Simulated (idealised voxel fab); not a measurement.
process module | voxel wiring stack
260 nm wide, 5 nm square cells: that's cross-section cut.
In what follows, cross-sections appear as grids of square cells, described through bands that run from the top down, where every band is one or more rows of cells.
Heights first: top, then bottom, in nm. Then materials, left to right, each with a width in nm. "all across" on a single material: fills the band edge to edge. "air": empty space.
Beneath 0, the wafer as received is one material, and that level is where height counting begins. The lowest band goes on downward without a bottom; it is written like "z 0 and below".
When a width is written as two numbers, as in "30 to 40", the first number is the width in the top row of cells of the band and the second is the width in its bottom row, and the width changes by the same amount from each row to the next.
It should be understood that the words "nothing was modified", when stated for a given step, signify that the cross-section underwent no change in any of its cells during that step.
Listed in "Fully sealed cavities": every empty space of 8 or more cells without an open way to the top. Form: width x height at distance, the distance being from the left edge, all in nm.
after a step's settings: what the simulator itself notes on the step
"overlay nm" on a masked step: distance the mask lay right of its planned place, negative for left.
## Process steps foreseen in the plan
step 1: RECEIVE [material Si]
step 2: CONFORMAL_DEP [material SiO2] [thk nm 15]
step 3: CONFORMAL_DEP [material SiN] [thk nm 5]
step 4: DIRECTIONAL_DEP [material SiO2] [thk nm 20]
step 5: PATTERN [tone open] [mask id METAL_1] [material resist] [width nm 30] [pitch nm 60] [thk nm 20] [overlay nm 0]
step 6: DIRECTIONAL_ETCH [etch materials SiO2] [depth nm 20]
step 7: DIRECTIONAL_ETCH [etch materials SiN] [depth nm 5]
step 8: STRIP [etch materials resist]
step 9: CONFORMAL_DEP [material TiN] [thk nm 5]
step 10: FILL_DEP [material Cu] [thk nm 5]
step 11: CMP [height nm 40]
step 12: CONFORMAL_DEP [material SiCN] [thk nm 5]
step 13: DIRECTIONAL_DEP [material lowk] [thk nm 30]
step 14: PATTERN [tone open] [mask id METAL_2_HOLES] [material resist] [width nm 15] [pitch nm 120] [thk nm 20] [overlay nm 0]
step 15: DIRECTIONAL_ETCH [etch materials lowk] [depth nm 30]
step 16: STRIP [etch materials resist]
step 17: DIRECTIONAL_DEP [material aC] [thk nm 15]
step 18: PATTERN [tone open] [mask id METAL_2] [material resist] [width nm 30] [pitch nm 60] [thk nm 35] [overlay nm 0]
step 19: DIRECTIONAL_ETCH [etch materials aC] [depth nm 15]
step 20: STRIP [etch materials resist]
step 21: DIRECTIONAL_ETCH [etch materials lowk] [depth nm 15]
step 22: DIRECTIONAL_ETCH [etch materials SiCN] [depth nm 5]
step 23: STRIP [etch materials aC]
step 24: CONFORMAL_DEP [material TiN] [thk nm 5]
step 25: FILL_DEP [material Cu] [thk nm 5]
step 26: CMP [height nm 75]
step 27: CONFORMAL_DEP [material SiCN] [thk nm 5]
step 28: DIRECTIONAL_DEP [material SiO2] [thk nm 20]
step 29: PATTERN [tone open] [mask id PLUG_2] [material resist] [width nm 15] [pitch nm 60] [thk nm 15] [overlay nm 0]
step 30: DIRECTIONAL_ETCH [etch materials SiO2] [depth nm 20]
step 31: DIRECTIONAL_ETCH [etch materials SiCN] [depth nm 5]
step 32: STRIP [etch materials resist]
step 33: CONFORMAL_DEP [material TiN] [thk nm 5]
step 34: FILL_DEP [material Cu] [thk nm 10]
step 35: CMP [height nm 100]
step 36: DIRECTIONAL_DEP [material TiN] [thk nm 5]
step 37: DIRECTIONAL_DEP [material W] [thk nm 25]
step 38: MASKED_ETCH [tone cover] [mask id METAL_3] [width nm 30] [pitch nm 60] [etch materials W] [depth nm 25] [overlay nm 0]
step 39: MASKED_ETCH [tone cover] [mask id METAL_3] [width nm 30] [pitch nm 60] [etch materials TiN] [depth nm 5] [overlay nm 0]
step 40: CONFORMAL_DEP [material SiCN] [thk nm 5]
step 41: FILL_DEP [material SiO2] [thk nm 10]
step 42: CMP [height nm 130]
step 43: CONFORMAL_DEP [material SiCN] [thk nm 5]
step 44: DIRECTIONAL_DEP [material lowk] [thk nm 20]
step 45: MASKED_ETCH [tone open] [mask id PLUG_3] [width nm 15] [pitch nm 120] [etch materials lowk] [depth nm 20] [overlay nm 0]
step 46: MASKED_ETCH [tone open] [mask id PLUG_3] [width nm 15] [pitch nm 120] [etch materials SiCN] [depth nm 5] [overlay nm 0]
step 47: EPI [material Ru] [thk nm 10]
step 48: EPI [material Ru] [thk nm 10]
step 49: EPI [material Ru] [thk nm 5]
step 50: CONFORMAL_DEP [material SiCN] [thk nm 5]
step 51: DIRECTIONAL_DEP [material SiO2] [thk nm 25]
step 52: PATTERN [tone open] [mask id METAL_4] [material resist] [width nm 30] [pitch nm 60] [thk nm 20] [overlay nm 0]
step 53: DIRECTIONAL_ETCH [etch materials SiO2] [depth nm 25]
step 54: DIRECTIONAL_ETCH [etch materials SiCN] [depth nm 5]
step 55: STRIP [etch materials resist]
step 56: CONFORMAL_DEP [material TiN] [thk nm 5]
step 57: FILL_DEP [material W] [thk nm 5]
step 58: CMP [height nm 185]
step 59: EPI [material Ru] [thk nm 5]
step 60: FILL_DEP [material SiCN] [thk nm 5]
## Cross-section, incoming material, after step 1
- z 0 and below | Si all across
- Fully sealed cavities: none
## Cross-sectional view of the first of the two wafers upon completion of the module, processed in accordance with the plan
- z 195 to 190 | SiCN all across
- z 190 to 185 | 50 of SiCN | 40 of Ru | 20 of SiCN | 40 of Ru | 20 of SiCN | 40 of Ru | 50 of SiCN
- z 185 to 160 | 55 of SiO2 | 5 of TiN | 20 of W | 5 of TiN | 30 of SiO2 | 5 of TiN | 20 of W | 5 of TiN | 30 of SiO2 | 5 of TiN | 20 of W | 5 of TiN | 55 of SiO2
- z 160 to 155 | 55 of SiCN | 30 of TiN | 30 of SiCN | 30 of TiN | 30 of SiCN | 30 of TiN | 55 of SiCN
- z 155 to 135 | 55 of lowk | 15 of Ru | 105 of lowk | 15 of Ru | 70 of lowk
- z 135 to 130 | 55 of SiCN | 15 of Ru | 105 of SiCN | 15 of Ru | 70 of SiCN
- z 130 to 105 | 50 of SiO2 | 5 of SiCN | 30 of W | 5 of SiCN | 20 of SiO2 | 5 of SiCN | 30 of W | 5 of SiCN | 20 of SiO2 | 5 of SiCN | 30 of W | 5 of SiCN | 50 of SiO2
- z 105 to 100 | 55 of SiCN | 30 of TiN | 30 of SiCN | 30 of TiN | 30 of SiCN | 30 of TiN | 55 of SiCN
- z 100 to 80 | 55 of SiO2 | 5 of TiN | 5 of Cu | 5 of TiN | 45 of SiO2 | 5 of TiN | 5 of Cu | 5 of TiN | 45 of SiO2 | 5 of TiN | 5 of Cu | 5 of TiN | 70 of SiO2
- z 80 to 75 | 55 of SiCN | 15 of TiN | 45 of SiCN | 15 of TiN | 45 of SiCN | 15 of TiN | 70 of SiCN
- z 75 to 65 | 55 of lowk | 5 of TiN | 20 of Cu | 5 of TiN | 30 of lowk | 5 of TiN | 20 of Cu | 5 of TiN | 30 of lowk | 5 of TiN | 20 of Cu | 5 of TiN | 55 of lowk
- z 65 to 60 | 55 of lowk | 5 of TiN | 5 of Cu | 20 of TiN | 30 of lowk | 30 of TiN | 30 of lowk | 5 of TiN | 5 of Cu | 20 of TiN | 55 of lowk
- z 60 to 45 | 55 of lowk | 5 of TiN | 5 of Cu | 5 of TiN | 105 of lowk | 5 of TiN | 5 of Cu | 5 of TiN | 70 of lowk
- z 45 to 40 | 55 of SiCN | 15 of TiN | 105 of SiCN | 15 of TiN | 70 of SiCN
- z 40 to 20 | 55 of SiO2 | 5 of TiN | 20 of Cu | 5 of TiN | 30 of SiO2 | 5 of TiN | 20 of Cu | 5 of TiN | 30 of SiO2 | 5 of TiN | 20 of Cu | 5 of TiN | 55 of SiO2
- z 20 to 15 | 55 of SiN | 30 of TiN | 30 of SiN | 30 of TiN | 30 of SiN | 30 of TiN | 55 of SiN
- z 15 to 0 | SiO2 all across
- z 0 and below | Si all across
- Fully sealed cavities: none
## End of module, second wafer, cross-section. Started like the first, planned like the first, run with one mistake
- z 195 to 190 | SiCN all across
- z 190 to 185 | 50 of SiCN | 40 of Ru | 20 of SiCN | 40 of Ru | 20 of SiCN | 40 of Ru | 50 of SiCN
- z 185 to 160 | 55 of SiO2 | 5 of TiN | 20 of W | 5 of TiN | 30 of SiO2 | 5 of TiN | 20 of W | 5 of TiN | 30 of SiO2 | 5 of TiN | 20 of W | 5 of TiN | 55 of SiO2
- z 160 to 155 | 55 of SiCN | 30 of TiN | 30 of SiCN | 30 of TiN | 30 of SiCN | 30 of TiN | 55 of SiCN
- z 155 to 135 | 55 of lowk | 15 of Ru | 105 of lowk | 15 of Ru | 70 of lowk
- z 135 to 130 | 55 of SiCN | 15 of Ru | 105 of SiCN | 15 of Ru | 70 of SiCN
- z 130 to 105 | 50 of SiO2 | 5 of SiCN | 30 of W | 5 of SiCN | 20 of SiO2 | 5 of SiCN | 30 of W | 5 of SiCN | 20 of SiO2 | 5 of SiCN | 30 of W | 5 of SiCN | 50 of SiO2
- z 105 to 100 | 55 of SiCN | 30 of TiN | 30 of SiCN | 30 of TiN | 30 of SiCN | 30 of TiN | 55 of SiCN
- z 100 to 80 | 55 of SiO2 | 5 of TiN | 5 of Cu | 5 of TiN | 45 of SiO2 | 5 of TiN | 5 of Cu | 5 of TiN | 45 of SiO2 | 5 of TiN | 5 of Cu | 5 of TiN | 70 of SiO2
- z 80 to 75 | 55 of SiCN | 15 of TiN | 45 of SiCN | 15 of TiN | 45 of SiCN | 15 of TiN | 70 of SiCN
- z 75 to 65 | 55 of lowk | 5 of TiN | 20 of Cu | 5 of TiN | 30 of lowk | 5 of TiN | 20 of Cu | 5 of TiN | 30 of lowk | 5 of TiN | 20 of Cu | 5 of TiN | 55 of lowk
- z 65 to 60 | 55 of lowk | 5 of TiN | 5 of Cu | 20 of TiN | 30 of lowk | 30 of TiN | 30 of lowk | 5 of TiN | 5 of Cu | 20 of TiN | 55 of lowk
- z 60 to 45 | 55 of lowk | 5 of TiN | 5 of Cu | 5 of TiN | 105 of lowk | 5 of TiN | 5 of Cu | 5 of TiN | 70 of lowk
- z 45 to 40 | 55 of SiCN | 15 of TiN | 105 of SiCN | 15 of TiN | 70 of SiCN
- z 40 to 20 | 55 of SiO2 | 5 of TiN | 20 of Cu | 5 of TiN | 30 of SiO2 | 5 of TiN | 20 of Cu | 5 of TiN | 30 of SiO2 | 5 of TiN | 20 of Cu | 5 of TiN | 55 of SiO2
- z 20 to 15 | 55 of SiN | 30 of TiN | 30 of SiN | 30 of TiN | 30 of SiN | 30 of TiN | 55 of SiN
- z 15 to 0 | lowk all across
- z 0 and below | Si all across
- Fully sealed cavities: none
In executing the process, a mistake was made relative to the plan: for step 2, the planned setting was not used; the step was instead run as CONFORMAL_DEP [material lowk] [thk nm 15]
In the final state, the cell counts of the second wafer exceed or fall short of those of the first for the following materials: SiO2 -156; lowk +156
